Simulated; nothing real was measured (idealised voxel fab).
A process module follows: voxel trench capacitor.
Each square cell in cross-section cut measures 5 nm, and the section as a whole is 240 nm wide.
Cross-section spec: square-cell grid; bands listed top down; each band is one or more rows. Band: top and bottom heights (nm) first, top before bottom; then materials from left to right, widths in nm. "full width" marks a sole material filling the band edge to edge. "empty" denotes empty space. Below 0: as-received wafer, all one material; heights counted from there. Lowest band: no bottom, goes on down, written "0 nm and below". Per-row width for "30->40": begins at first number (top row of band), ends at second number (bottom row), increment between rows held constant. Step marked "no alterations made"? Then no cell in the cross-section changed in it. "Closed void register" contains a list of empty spaces, each no smaller than 8 cells and without an open way to the top, written in the form width x height at distance with the distance from the left edge and all three in nm. On a step's line, text after the settings is the simulator commenting on that step. A step line may carry the setting "overlay nm", which, for steps involving a mask, states the distance by which the mask lay to the right of its intended position; negative values denote displacement to the left.

Below is the list of planned process steps:
1) RECEIVE,material Si
2) CONFORMAL_DEP,material SiN,thk nm 10
3) MASKED_ETCH,tone open,mask id TRENCH,width nm 25,pitch nm 40,etch materials SiN,depth nm 10,overlay nm 0
4) MASKED_ETCH,tone open,mask id TRENCH,width nm 25,pitch nm 40,etch materials Si,depth nm 25,overlay nm 0
5) CONFORMAL_DEP,material Al2O3,thk nm 5
6) CONFORMAL_DEP,material TiN,thk nm 5
7) FILL_DEP,material W,thk nm 10
8) CMP,height nm 10

Wafer as received: cross-section following step 1:
	0 nm and below  Si full width
	Closed void register: none

One mistake in running the module, otherwise start and plan as above: cross-section at the end:
	10 nm to 5 nm  40 nm TiN, then 5 nm Al2O3, then 25 nm SiN, then 5 nm Al2O3, then 5 nm TiN, then 5 nm Al2O3, then 25 nm SiN, then 5 nm Al2O3, then 5 nm TiN, then 5 nm Al2O3, then 25 nm SiN, then 5 nm Al2O3, then 5 nm TiN, then 5 nm Al2O3, then 25 nm SiN, then 5 nm Al2O3, then 45 nm TiN
	5 nm to 0 nm  45 nm Al2O3, then 25 nm SiN, then 15 nm Al2O3, then 25 nm SiN, then 15 nm Al2O3, then 25 nm SiN, then 15 nm Al2O3, then 25 nm SiN, then 50 nm Al2O3
	0 nm and below  Si full width
	Closed void register: none
Error vs. plan: step 3 changed vs plan, executed as MASKED_ETCH,tone cover,mask id TRENCH,width nm 25,pitch nm 40,etch materials SiN,depth nm 10,overlay nm 0
